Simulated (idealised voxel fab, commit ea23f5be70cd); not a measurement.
Process module name: voxel transistor to metal
Shown is cross-section cut, with a width of 205 nm and square cells of size 5 nm.
The cross-sections in this document take the form of a grid made of square cells. They are written out as bands, in order from top to bottom. Each band consists of one or more rows of cells. Read a band's entry like this: the first values are the height of its top and the height of its bottom in nm, and what follows is the sequence of materials from left to right, each with its width in nm. Note that "air" is empty space, and that a single material marked "throughout" reaches across the band from edge to edge. Below 0: as-received wafer, all one material; heights counted from there. Lowest band: no bottom, goes on down, written "0 down". A two-number width, for instance "30..40", indicates that the width is equal to the first number in the top row of the band and to the second number in the bottom row, and that it changes by a constant amount per row of cells. You'll sometimes find "no modifications" written for a step, and that's the way of saying that nowhere in the cross-section did a cell change during that step. "Voids, sealed" means: voids of 8 cells or more that are shut off from the top with no open way through. Written width x height at distance, distance from the left edge, in nm. Read whatever lies past the settings on a step's line as the simulator's own remark about the step. What "overlay nm" on a step's line means: if the step has a mask, that mask lay this far to the right of its planned place, or, when the value is negative, to the left.
[The following list gives the planned process steps]
1,RECEIVE with material Si
2,CONFORMAL_DEP with material SiO2, thk nm 5
3,CONFORMAL_DEP with material SiN, thk nm 15
4,DIRECTIONAL_DEP with material aC, thk nm 15
5,PATTERN with tone cover, mask id ACTIVE, material resist, width nm 105, thk nm 30, overlay nm 0
6,DIRECTIONAL_ETCH with etch materials aC, depth nm 15
7,STRIP with etch materials resist
8,DIRECTIONAL_ETCH with etch materials SiN, depth nm 15
9,DIRECTIONAL_ETCH with etch materials SiO2, depth nm 5
10,DIRECTIONAL_ETCH with etch materials Si, depth nm 35
11,STRIP with etch materials aC
12,FILL_DEP with material SiO2, thk nm 15
13,CMP with height nm 20
14,SELECTIVE_ETCH with etch materials SiO2, depth nm 15
15,STRIP with etch materials SiN
16,SELECTIVE_ETCH with etch materials SiO2, depth nm 5
17,OXIDIZE with depth nm 5
18,DIRECTIONAL_DEP with material polySi, thk nm 20
19,DIRECTIONAL_DEP with material SiCN, thk nm 10
20,MASKED_ETCH with tone cover, mask id GATE, width nm 25, etch materials SiCN, depth nm 20, overlay nm -10
21,MASKED_ETCH with tone cover, mask id GATE, width nm 25, etch materials polySi, depth nm 30, overlay nm 0
22,CONFORMAL_DEP with material SiO2, thk nm 5
23,DIRECTIONAL_ETCH with etch materials SiO2, depth nm 5
24,CONFORMAL_DEP with material SiN, thk nm 10
25,DIRECTIONAL_ETCH with etch materials SiN, depth nm 10
26,DIRECTIONAL_ETCH with etch materials SiO2, depth nm 5
27,DIRECTIONAL_ETCH with etch materials Si, depth nm 15
28,EPI with material nSi, thk nm 15
29,FILL_DEP with material SiO2, thk nm 5
30,CMP with height nm 30
31,DIRECTIONAL_DEP with material SiO2, thk nm 15
32,PATTERN with tone open, mask id CONTACT, material resist, width nm 25, pitch nm 60, thk nm 20, overlay nm 0
33,DIRECTIONAL_ETCH with etch materials SiO2, depth nm 35
34,STRIP with etch materials resist
35,CONFORMAL_DEP with material TiN, thk nm 5
36,FILL_DEP with material Ru, thk nm 5
37,CMP with height nm 45
38,DIRECTIONAL_DEP with material TiN, thk nm 5
39,DIRECTIONAL_DEP with material Ru, thk nm 20
40,PATTERN with tone cover, mask id METAL_1, material resist, width nm 15, pitch nm 70, thk nm 20, overlay nm 0
41,DIRECTIONAL_ETCH with etch materials Ru, depth nm 20
42,DIRECTIONAL_ETCH with etch materials TiN, depth nm 5
43,STRIP with etch materials resist
44,CONFORMAL_DEP with material SiN, thk nm 5
45,FILL_DEP with material SiO2, thk nm 5
46,CMP with height nm 70
47,CONFORMAL_DEP with material SiN, thk nm 5
Variable across wafers: step 20 overlay nm (plan value is that of the first wafer; starting state common to all).
[Cut through the first of several wafers as received, post step 1]
- 0 down  Si throughout
- Voids, sealed: none
[First of several wafers, sectioned at end of module (last step: step 47)]
- 75 to 70  SiN throughout
- 70 to 50  SiO2: 55 / SiN: 5 / Ru: 15 / SiN: 5 / SiO2: 45 / SiN: 5 / Ru: 15 / SiN: 5 / SiO2: 55
- 50 to 45  SiN: 60 / TiN: 15 / SiN: 55 / TiN: 15 / SiN: 60
- 45 to 35  SiO2: 60 / TiN: 5 / Ru: 15 / TiN: 5 / SiO2: 35 / TiN: 5 / Ru: 15 / TiN: 5 / SiO2: 60
- 35 to 30  SiO2: 60 / TiN: 25 / SiO2: 35 / TiN: 5 / Ru: 15 / TiN: 5 / SiO2: 60
- 30 to 20  SiO2: 60 / TiN: 5 / SiN: 10 / TiN: 5 / SiCN: 25 / SiO2: 5 / SiN: 10 / TiN: 5..15 / Ru: 15..5 / TiN: 5 / SiO2: 60
- 20 to 15  SiO2: 60 / TiN: 5 / SiN: 10 / TiN: 5 / polySi: 35 / SiO2: 5 / SiN: 10 / TiN: 5 / Ru: 5 / TiN: 5 / SiO2: 60
- 15 to 10  SiO2: 60 / TiN: 5 / SiN: 10 / TiN: 5 / polySi: 35 / SiO2: 5 / SiN: 10 / TiN: 15 / SiO2: 60
- 10 to 0  SiO2: 50 / nSi: 15 / SiN: 10 / SiO2: 5 / polySi: 35 / SiO2: 5 / SiN: 10 / nSi: 15 / SiO2: 60
- 0 to -5  SiO2: 50 / nSi: 15 / SiO2: 65 / nSi: 15 / SiO2: 60
- -5 to -20  SiO2: 50 / nSi: 15 / Si: 65 / nSi: 25 / SiO2: 50
- -20 to -35  SiO2: 50 / Si: 105 / SiO2: 50
- -35 down  Si throughout
- Voids, sealed: none
[last wafer at the end]
- 75 to 70  SiN throughout
- 70 to 50  SiO2: 55 / SiN: 5 / Ru: 15 / SiN: 5 / SiO2: 45 / SiN: 5 / Ru: 15 / SiN: 5 / SiO2: 55
- 50 to 45  SiN: 60 / TiN: 15 / SiN: 55 / TiN: 15 / SiN: 60
- 45 to 35  SiO2: 60 / TiN: 5 / Ru: 15 / TiN: 5 / SiO2: 35 / TiN: 5 / Ru: 15 / TiN: 5 / SiO2: 60
- 35 to 30  SiO2: 60 / TiN: 5 / Ru: 15 / TiN: 5 / SiO2: 35 / TiN: 25 / SiO2: 60
- 30 to 20  SiO2: 60 / TiN: 5 / Ru: 15..5 / TiN: 5..15 / SiN: 10 / SiO2: 5 / SiCN: 25 / TiN: 5 / SiN: 10 / TiN: 5 / SiO2: 60
- 20 to 15  SiO2: 60 / TiN: 5 / Ru: 5 / TiN: 5 / SiN: 10 / SiO2: 5 / polySi: 35 / TiN: 5 / SiN: 10 / TiN: 5 / SiO2: 60
- 15 to 10  SiO2: 60 / TiN: 15 / SiN: 10 / SiO2: 5 / polySi: 35 / TiN: 5 / SiN: 10 / TiN: 5 / SiO2: 60
- 10 to 0  SiO2: 60 / nSi: 15 / SiN: 10 / SiO2: 5 / polySi: 35 / SiO2: 5 / SiN: 10 / nSi: 15 / SiO2: 50
- 0 to -5  SiO2: 60 / nSi: 15 / SiO2: 65 / nSi: 15 / SiO2: 50
- -5 to -20  SiO2: 50 / nSi: 25 / Si: 65 / nSi: 15 / SiO2: 50
- -20 to -35  SiO2: 50 / Si: 105 / SiO2: 50
- -35 down  Si throughout
- Voids, sealed: none
[Per wafer (row), end of module: delta in cells per material since receipt, (+) for gained, (-) for lost; closed voids after that]
overlay nm -10; +44 Ru; -185 Si; +10 SiCN; +116 SiN; +520 SiO2; +40 TiN; +42 nSi; +28 polySi; Voids, sealed: none
overlay nm -5; +42 Ru; -188 Si; +10 SiCN; +116 SiN; +522 SiO2; +44 TiN; +45 nSi; +24 polySi; Voids, sealed: none
overlay nm 0; +44 Ru; -191 Si; +10 SiCN; +116 SiN; +528 SiO2; +40 TiN; +48 nSi; +20 polySi; Voids, sealed: none
overlay nm 5; +42 Ru; -188 Si; +10 SiCN; +116 SiN; +522 SiO2; +44 TiN; +45 nSi; +24 polySi; Voids, sealed: none
overlay nm 10; +44 Ru; -185 Si; +10 SiCN; +116 SiN; +520 SiO2; +40 TiN; +42 nSi; +28 polySi; Voids, sealed: none
